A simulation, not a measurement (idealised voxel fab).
process module | voxel self aligned contacts
cross-section cut | 230 nm wide | cells 5 nm
A cross-section is a grid of square cells, given in bands from the top down. A band is one or more rows of cells.
Each band's line starts with the height of the band's top and of its bottom, in nm. Then come its materials from left to right, each with its width in nm. One material with "throughout" fills the band from edge to edge. "air" is empty space.
Height 0 is the level under which the wafer as received is all one material. The lowest band goes on downwards, as in "0 down".
A width such as "30 to 40" changes by the same amount from each row of cells to the next, from the band's top row to its bottom row.
"no change" after a step means that no cell of the cross-section changed.
closed voids: empty space of 8 cells or more with no open way to the top, each as width x height at its distance from the left edge, in nm
after a step's settings: what the simulator itself notes on the step
overlay nm, on a step with a mask: how far to the right of its planned place the mask lay; to the left if negative
plan
1 op RECEIVE | material Si
2 op CONFORMAL_DEP | material SiO2 | thk nm 5
3 op DIRECTIONAL_DEP | material polySi | thk nm 20
4 op DIRECTIONAL_DEP | material SiN | thk nm 15
5 op DIRECTIONAL_DEP | material aC | thk nm 15
6 op PATTERN | tone cover | mask id GATE | material resist | width nm 30 | pitch nm 55 | thk nm 30 | overlay nm 0
7 op DIRECTIONAL_ETCH | etch materials aC | depth nm 15
8 op STRIP | etch materials resist
9 op DIRECTIONAL_ETCH | etch materials SiN | depth nm 15
10 op DIRECTIONAL_ETCH | etch materials polySi | depth nm 20
11 op STRIP | etch materials aC
12 op CONFORMAL_DEP | material SiN | thk nm 5
13 op DIRECTIONAL_ETCH | etch materials SiN | depth nm 5
14 op FILL_DEP | material SiO2 | thk nm 15
15 op CMP | height nm 50
16 op DIRECTIONAL_DEP | material aC | thk nm 15
17 op PATTERN | tone open | mask id CONTACT | material resist | width nm 35 | pitch nm 55 | thk nm 35 | overlay nm 0
18 op DIRECTIONAL_ETCH | etch materials aC | depth nm 15
19 op STRIP | etch materials resist
20 op DIRECTIONAL_ETCH | etch materials SiO2 | depth nm 50
21 op STRIP | etch materials aC
22 op CONFORMAL_DEP | material TiN | thk nm 5
23 op FILL_DEP | material Ru | thk nm 5
24 op CMP | height nm 50
25 op CONFORMAL_DEP | material SiCN | thk nm 5
first wafer, as planned
as received, after step 1
  0 down: Si throughout
  closed voids: none
after step 2
  5 to 0: SiO2 throughout
  below 0: unchanged
after step 3
  25 to 5: polySi throughout
  below 5: unchanged
after step 4
  40 to 25: SiN throughout
  below 25: unchanged
after step 5
  55 to 40: aC throughout
  below 40: unchanged
after step 6
  85 to 55: air 45 | resist 30 | air 25 | resist 30 | air 25 | resist 30 | air 45
  below 55: unchanged
after step 7
  70 to 55: air 45 | resist 30 | air 25 | resist 30 | air 25 | resist 30 | air 45
  55 to 40: air 45 | aC 30 | air 25 | aC 30 | air 25 | aC 30 | air 45
  below 40: unchanged
after step 8
  55 to 40: air 45 | aC 30 | air 25 | aC 30 | air 25 | aC 30 | air 45
  below 40: unchanged
after step 9
  55 to 40: air 45 | aC 30 | air 25 | aC 30 | air 25 | aC 30 | air 45
  40 to 25: air 45 | SiN 30 | air 25 | SiN 30 | air 25 | SiN 30 | air 45
  below 25: unchanged
after step 10
  55 to 40: air 45 | aC 30 | air 25 | aC 30 | air 25 | aC 30 | air 45
  40 to 25: air 45 | SiN 30 | air 25 | SiN 30 | air 25 | SiN 30 | air 45
  25 to 5: air 45 | polySi 30 | air 25 | polySi 30 | air 25 | polySi 30 | air 45
  below 5: unchanged
after step 11
  40 to 25: air 45 | SiN 30 | air 25 | SiN 30 | air 25 | SiN 30 | air 45
  below 25: unchanged
after step 12
  45 to 25: air 40 | SiN 40 | air 15 | SiN 40 | air 15 | SiN 40 | air 40
  25 to 10: air 40 | SiN 5 | polySi 30 | SiN 5 | air 15 | SiN 5 | polySi 30 | SiN 5 | air 15 | SiN 5 | polySi 30 | SiN 5 | air 40
  10 to 5: SiN 45 | polySi 30 | SiN 25 | polySi 30 | SiN 25 | polySi 30 | SiN 45
  below 5: unchanged
after step 13
  40 to 25: air 40 | SiN 40 | air 15 | SiN 40 | air 15 | SiN 40 | air 40
  25 to 5: air 40 | SiN 5 | polySi 30 | SiN 5 | air 15 | SiN 5 | polySi 30 | SiN 5 | air 15 | SiN 5 | polySi 30 | SiN 5 | air 40
  below 5: unchanged
after step 14
  55 to 40: SiO2 throughout
  40 to 25: SiO2 40 | SiN 40 | SiO2 15 | SiN 40 | SiO2 15 | SiN 40 | SiO2 40
  25 to 5: SiO2 40 | SiN 5 | polySi 30 | SiN 5 | SiO2 15 | SiN 5 | polySi 30 | SiN 5 | SiO2 15 | SiN 5 | polySi 30 | SiN 5 | SiO2 40
  below 5: unchanged
after step 15
  50 to 40: SiO2 throughout
  below 40: unchanged
after step 16
  65 to 50: aC throughout
  below 50: unchanged
after step 17
  100 to 65: resist 70 | air 35 | resist 20 | air 35 | resist 70
  below 65: unchanged
after step 18
  85 to 65: resist 70 | air 35 | resist 20 | air 35 | resist 70
  65 to 50: aC 70 | air 35 | aC 20 | air 35 | aC 70
  below 50: unchanged
after step 19
  65 to 50: aC 70 | air 35 | aC 20 | air 35 | aC 70
  below 50: unchanged
after step 20
  65 to 50: aC 70 | air 35 | aC 20 | air 35 | aC 70
  50 to 40: SiO2 70 | air 35 | SiO2 20 | air 35 | SiO2 70
  40 to 25: SiO2 40 | SiN 40 | air 15 | SiN 40 | air 15 | SiN 40 | SiO2 40
  25 to 5: SiO2 40 | SiN 5 | polySi 30 | SiN 5 | air 15 | SiN 5 | polySi 30 | SiN 5 | air 15 | SiN 5 | polySi 30 | SiN 5 | SiO2 40
  5 to 0: SiO2 80 | air 15 | SiO2 40 | air 15 | SiO2 80
  below 0: unchanged
after step 21
  50 to 40: SiO2 70 | air 35 | SiO2 20 | air 35 | SiO2 70
  below 40: unchanged
after step 22
  55 to 50: TiN 75 | air 25 | TiN 30 | air 25 | TiN 75
  50 to 40: SiO2 70 | TiN 5 to 15 | air 25 to 5 | TiN 5 to 15 | SiO2 20 | TiN 5 to 15 | air 25 to 5 | TiN 5 to 15 | SiO2 70
  40 to 25: SiO2 40 | SiN 40 | TiN 5 | air 5 | TiN 5 | SiN 40 | TiN 5 | air 5 | TiN 5 | SiN 40 | SiO2 40
  25 to 5: SiO2 40 | SiN 5 | polySi 30 | SiN 5 | TiN 5 | air 5 | TiN 5 | SiN 5 | polySi 30 | SiN 5 | TiN 5 | air 5 | TiN 5 | SiN 5 | polySi 30 | SiN 5 | SiO2 40
  5 to 0: SiO2 80 | TiN 15 | SiO2 40 | TiN 15 | SiO2 80
  below 0: unchanged
after step 23
  60 to 55: Ru throughout
  55 to 50: TiN 75 | Ru 25 | TiN 30 | Ru 25 | TiN 75
  50 to 40: SiO2 70 | TiN 5 to 15 | Ru 25 to 5 | TiN 5 to 15 | SiO2 20 | TiN 5 to 15 | Ru 25 to 5 | TiN 5 to 15 | SiO2 70
  40 to 25: SiO2 40 | SiN 40 | TiN 5 | Ru 5 | TiN 5 | SiN 40 | TiN 5 | Ru 5 | TiN 5 | SiN 40 | SiO2 40
  25 to 5: SiO2 40 | SiN 5 | polySi 30 | SiN 5 | TiN 5 | Ru 5 | TiN 5 | SiN 5 | polySi 30 | SiN 5 | TiN 5 | Ru 5 | TiN 5 | SiN 5 | polySi 30 | SiN 5 | SiO2 40
  below 5: unchanged
after step 24
  50 to 40: SiO2 70 | TiN 5 to 15 | Ru 25 to 5 | TiN 5 to 15 | SiO2 20 | TiN 5 to 15 | Ru 25 to 5 | TiN 5 to 15 | SiO2 70
  below 40: unchanged
after step 25
  55 to 50: SiCN throughout
  below 50: unchanged
second wafer: like start, like plan, one mistake. Through step 11 it matches the first wafer
when step 12 should have ended
  45 to 40: air 40 | polySi 40 | air 15 | polySi 40 | air 15 | polySi 40 | air 40
  40 to 25: air 40 | polySi 5 | SiN 30 | polySi 5 | air 15 | polySi 5 | SiN 30 | polySi 5 | air 15 | polySi 5 | SiN 30 | polySi 5 | air 40
  25 to 10: air 40 | polySi 40 | air 15 | polySi 40 | air 15 | polySi 40 | air 40
  10 to 5: polySi throughout
  below 5: unchanged
when step 13 should have ended: no change
when step 14 should have ended
  60 to 45: SiO2 throughout
  45 to 40: SiO2 40 | polySi 40 | SiO2 15 | polySi 40 | SiO2 15 | polySi 40 | SiO2 40
  40 to 25: SiO2 40 | polySi 5 | SiN 30 | polySi 5 | SiO2 15 | polySi 5 | SiN 30 | polySi 5 | SiO2 15 | polySi 5 | SiN 30 | polySi 5 | SiO2 40
  25 to 10: SiO2 40 | polySi 40 | SiO2 15 | polySi 40 | SiO2 15 | polySi 40 | SiO2 40
  below 10: unchanged
when step 15 should have ended
  50 to 45: SiO2 throughout
  below 45: unchanged
when step 16 should have ended
  65 to 50: aC throughout
  below 50: unchanged
when step 17 should have ended
  100 to 65: resist 70 | air 35 | resist 20 | air 35 | resist 70
  below 65: unchanged
when step 18 should have ended
  85 to 65: resist 70 | air 35 | resist 20 | air 35 | resist 70
  65 to 50: aC 70 | air 35 | aC 20 | air 35 | aC 70
  below 50: unchanged
when step 19 should have ended
  65 to 50: aC 70 | air 35 | aC 20 | air 35 | aC 70
  below 50: unchanged
when step 20 should have ended
  65 to 50: aC 70 | air 35 | aC 20 | air 35 | aC 70
  50 to 45: SiO2 70 | air 35 | SiO2 20 | air 35 | SiO2 70
  45 to 40: SiO2 40 | polySi 40 | air 15 | polySi 40 | air 15 | polySi 40 | SiO2 40
  40 to 25: SiO2 40 | polySi 5 | SiN 30 | polySi 5 | air 15 | polySi 5 | SiN 30 | polySi 5 | air 15 | polySi 5 | SiN 30 | polySi 5 | SiO2 40
  25 to 10: SiO2 40 | polySi 40 | air 15 | polySi 40 | air 15 | polySi 40 | SiO2 40
  below 10: unchanged
when step 21 should have ended
  50 to 45: SiO2 70 | air 35 | SiO2 20 | air 35 | SiO2 70
  below 45: unchanged
when step 22 should have ended
  55 to 50: TiN 75 | air 25 | TiN 30 | air 25 | TiN 75
  50 to 45: SiO2 70 | TiN 15 | air 5 | TiN 15 | SiO2 20 | TiN 15 | air 5 | TiN 15 | SiO2 70
  45 to 40: SiO2 40 | polySi 40 | TiN 5 | air 5 | TiN 5 | polySi 40 | TiN 5 | air 5 | TiN 5 | polySi 40 | SiO2 40
  40 to 25: SiO2 40 | polySi 5 | SiN 30 | polySi 5 | TiN 5 | air 5 | TiN 5 | polySi 5 | SiN 30 | polySi 5 | TiN 5 | air 5 | TiN 5 | polySi 5 | SiN 30 | polySi 5 | SiO2 40
  25 to 15: SiO2 40 | polySi 40 | TiN 5 | air 5 | TiN 5 | polySi 40 | TiN 5 | air 5 | TiN 5 | polySi 40 | SiO2 40
  15 to 10: SiO2 40 | polySi 40 | TiN 15 | polySi 40 | TiN 15 | polySi 40 | SiO2 40
  below 10: unchanged
when step 23 should have ended
  60 to 55: Ru throughout
  55 to 50: TiN 75 | Ru 25 | TiN 30 | Ru 25 | TiN 75
  50 to 45: SiO2 70 | TiN 15 | Ru 5 | TiN 15 | SiO2 20 | TiN 15 | Ru 5 | TiN 15 | SiO2 70
  45 to 40: SiO2 40 | polySi 40 | TiN 5 | Ru 5 | TiN 5 | polySi 40 | TiN 5 | Ru 5 | TiN 5 | polySi 40 | SiO2 40
  40 to 25: SiO2 40 | polySi 5 | SiN 30 | polySi 5 | TiN 5 | Ru 5 | TiN 5 | polySi 5 | SiN 30 | polySi 5 | TiN 5 | Ru 5 | TiN 5 | polySi 5 | SiN 30 | polySi 5 | SiO2 40
  25 to 15: SiO2 40 | polySi 40 | TiN 5 | Ru 5 | TiN 5 | polySi 40 | TiN 5 | Ru 5 | TiN 5 | polySi 40 | SiO2 40
  below 15: unchanged
when step 24 should have ended
  50 to 45: SiO2 70 | TiN 15 | Ru 5 | TiN 15 | SiO2 20 | TiN 15 | Ru 5 | TiN 15 | SiO2 70
  below 45: unchanged
when step 25 should have ended
  55 to 50: SiCN throughout
  below 50: unchanged
what went wrong: step 12 ran as: op CONFORMAL_DEP | material polySi | thk nm 5
at the end the second wafer has, in cells: 12 fewer of Ru | 42 fewer of SiN | 26 fewer of SiO2 | 8 fewer of TiN | 88 more of polySi
